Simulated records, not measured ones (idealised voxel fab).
process module | voxel self aligned vias
In the cross-section labelled cut, the width is 295 nm and each square cell is 5 nm.
A cross-section is written here as square cells arranged in a grid, and it is given in bands from the top down, each band taking up one or more rows of cells. The entry gives the band's vertical extent as a top height and a bottom height in nm, then its horizontal make-up as materials from left to right, each with a width in nm. "air" stands for empty space; a single material marked "full width" fills the band edge to edge. Measure heights from 0. That's the level where, below it, the as-received wafer is all one material. The lowest band is bottomless and extends downward; write it as in "from 0 down". So if you see something like "30 to 40" for the width, read it as the top row of the band sitting at the first number and the bottom row at the second, with every row in between moving by the same amount as the last. A step reported as "no modification" is a step in which no cell of the cross-section changed. The label "Trapped cavities" introduces a list of the empty spaces, 8 cells or larger, that have no open way up to the top; each entry in it reads width x height at distance, where the distance is taken from the left edge and all three are stated in nm. What comes after the settings on a step's line is commentary from the simulator itself on that step. When a step includes a mask, the "overlay nm" setting on its line states how far to the right of its planned place that mask lay, and negative values state how far to the left.
-- Listed below are the process steps as planned
1,RECEIVE with material Si
2,CONFORMAL_DEP with material SiO2, thk nm 15
3,CONFORMAL_DEP with material SiCN, thk nm 5
4,DIRECTIONAL_DEP with material SiO2, thk nm 30
5,PATTERN with tone open, mask id LINES, material resist, width nm 25, pitch nm 60, thk nm 20, overlay nm 0
6,DIRECTIONAL_ETCH with etch materials SiO2, depth nm 30
7,STRIP with etch materials resist
8,CONFORMAL_DEP with material TiN, thk nm 5
9,FILL_DEP with material W, thk nm 10
10,CMP with height nm 50
11,SELECTIVE_ETCH with etch materials W Ru TiN, depth nm 5
12,FILL_DEP with material SiN, thk nm 10
13,CMP with height nm 50
14,DIRECTIONAL_DEP with material SiO2, thk nm 15
15,DIRECTIONAL_DEP with material aC, thk nm 15
16,PATTERN with tone open, mask id VIAS, material resist, width nm 35, pitch nm 60, thk nm 30, overlay nm 0
17,DIRECTIONAL_ETCH with etch materials aC, depth nm 15
18,STRIP with etch materials resist
19,DIRECTIONAL_ETCH with etch materials SiO2, depth nm 15
20,DIRECTIONAL_ETCH with etch materials SiN, depth nm 5
21,STRIP with etch materials aC
22,CONFORMAL_DEP with material TiN, thk nm 5
23,FILL_DEP with material Cu, thk nm 10
24,CMP with height nm 65
25,CONFORMAL_DEP with material SiN, thk nm 5
-- The cross-section here shows the wafer as received, i.e. in its state after step 1
* from 0 down  Si full width
* Trapped cavities: none
-- Below is the wafer in cross-section after the module was completed. It began from the starting point shown above and followed the plan shown above, except that one mistake was made while running it
* from 70 to 65  SiN full width
* from 65 to 50  SiO2 70 nm / TiN 5 nm / Cu 25 nm / TiN 5 nm / SiO2 25 nm / TiN 5 nm / Cu 25 nm / TiN 5 nm / SiO2 25 nm / TiN 5 nm / Cu 25 nm / TiN 5 nm / SiO2 70 nm
* from 50 to 45  SiN 70 nm / TiN 35 nm / SiN 25 nm / TiN 35 nm / SiN 25 nm / TiN 35 nm / SiN 70 nm
* from 45 to 20  SiO2 75 nm / TiN 5 nm / W 15 nm / TiN 5 nm / SiO2 35 nm / TiN 5 nm / W 15 nm / TiN 5 nm / SiO2 35 nm / TiN 5 nm / W 15 nm / TiN 5 nm / SiO2 75 nm
* from 20 to 15  SiO2 75 nm / TiN 25 nm / SiO2 35 nm / TiN 25 nm / SiO2 35 nm / TiN 25 nm / SiO2 75 nm
* from 15 to 0  SiO2 full width
* from 0 down  Si full width
* Trapped cavities: none
Run error: not run: step 3 of the plan (skipped)
